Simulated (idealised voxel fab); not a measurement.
The process module presented herein is designated voxel self aligned contacts.
Section cut is 260 nm wide and gridded with 5 nm square cells.
A cross-section is written here as square cells arranged in a grid, and it is given in bands from the top down, each band taking up one or more rows of cells.
Top height, bottom height, nm. Materials left to right, width each, nm. Single material + "edge to edge" = fills band edge to edge. "empty" = empty.
Height datum 0, below which the as-received substrate wafer is one material. Lowest band open at the bottom, running downward: "top 0, no bottom".
Top row gets the first number, bottom row gets the second, and each row in between changes by the same step: that is how a band width like "30 to 40" works.
"no modifications", as given for a step, is the statement that not any cell of the cross-section underwent a change during that step.
If an empty space has no open way to the top and is at least 8 cells in size, "Cavities, sealed" lists it, written width x height at distance, where distance is measured from the left edge and every value is in nm.
Formally, on a step line, whatever follows the settings is a remark that the simulator itself makes on the step.
Steps that use a mask can have "overlay nm" on their line. It says how far the mask sat to the right of where it was meant to be. Negative means to the left.
The steps planned for the process are as follows
1) RECEIVE | material Si
2) CONFORMAL_DEP | material SiO2 | thk nm 5
3) DIRECTIONAL_DEP | material polySi | thk nm 30
4) DIRECTIONAL_DEP | material SiN | thk nm 20
5) DIRECTIONAL_DEP | material aC | thk nm 15
6) PATTERN | tone cover | mask id GATE | material resist | width nm 25 | pitch nm 55 | thk nm 35 | overlay nm 0
7) DIRECTIONAL_ETCH | etch materials aC | depth nm 15
8) STRIP | etch materials resist
9) DIRECTIONAL_ETCH | etch materials SiN | depth nm 20
10) DIRECTIONAL_ETCH | etch materials polySi | depth nm 30
11) STRIP | etch materials aC
12) CONFORMAL_DEP | material SiN | thk nm 5
13) DIRECTIONAL_ETCH | etch materials SiN | depth nm 5
14) FILL_DEP | material SiO2 | thk nm 20
15) CMP | height nm 65
16) DIRECTIONAL_DEP | material aC | thk nm 10
17) PATTERN | tone open | mask id CONTACT | material resist | width nm 40 | thk nm 25 | overlay nm 0
18) DIRECTIONAL_ETCH | etch materials aC | depth nm 10
19) STRIP | etch materials resist
20) DIRECTIONAL_ETCH | etch materials SiO2 | depth nm 65
21) STRIP | etch materials aC
22) CONFORMAL_DEP | material TiN | thk nm 5
23) FILL_DEP | material W | thk nm 5
24) CMP | height nm 65
25) CONFORMAL_DEP | material SiCN | thk nm 5
Received-state cross-section, reflecting completion of step 1
    top 0, no bottom | Si edge to edge
    Cavities, sealed: none
Wafer cross-section at module end: first of two, run to plan
    top 70, bottom 65 | SiCN edge to edge
    top 65, bottom 55 | 110 of SiO2, 5 to 15 of TiN, 30 to 10 of W, 5 to 15 of TiN, 110 of SiO2
    top 55, bottom 35 | 85 of SiO2, 35 of SiN, 5 of TiN, 10 of W, 5 of TiN, 35 of SiN, 85 of SiO2
    top 35, bottom 5 | 85 of SiO2, 5 of SiN, 25 of polySi, 5 of SiN, 5 of TiN, 10 of W, 5 of TiN, 5 of SiN, 25 of polySi, 5 of SiN, 85 of SiO2
    top 5, bottom 0 | 120 of SiO2, 20 of TiN, 120 of SiO2
    top 0, no bottom | Si edge to edge
    Cavities, sealed: none
Module end: cross-section of wafer two of two. Same start and process plan as the first wafer. One mistake during execution
    top 70, bottom 65 | SiCN edge to edge
    top 65, bottom 60 | 110 of SiO2, 5 of TiN, 30 of W, 5 of TiN, 110 of SiO2
    top 60, bottom 55 | 110 of SiO2, 40 of TiN, 110 of SiO2
    top 55, bottom 35 | 80 of SiO2, 45 of SiN, 10 of TiN, 45 of SiN, 80 of SiO2
    top 35, bottom 5 | 80 of SiO2, 5 of SiN, 35 of polySi, 5 of SiN, 10 of TiN, 5 of SiN, 35 of polySi, 5 of SiN, 80 of SiO2
    top 5, bottom 0 | 125 of SiO2, 10 of TiN, 125 of SiO2
    top 0, no bottom | Si edge to edge
    Cavities, sealed: none
Where did the run depart from the plan? step 6 ran differently from the plan; actual operation with settings: PATTERN | tone cover | mask id GATE | material resist | width nm 35 | pitch nm 55 | thk nm 35 | overlay nm 0
It is noted that, at the conclusion of processing, the second wafer exhibits a higher or lower cell count for certain materials relative to the first: SiN +16 | SiO2 -18 | W -22 | polySi +24
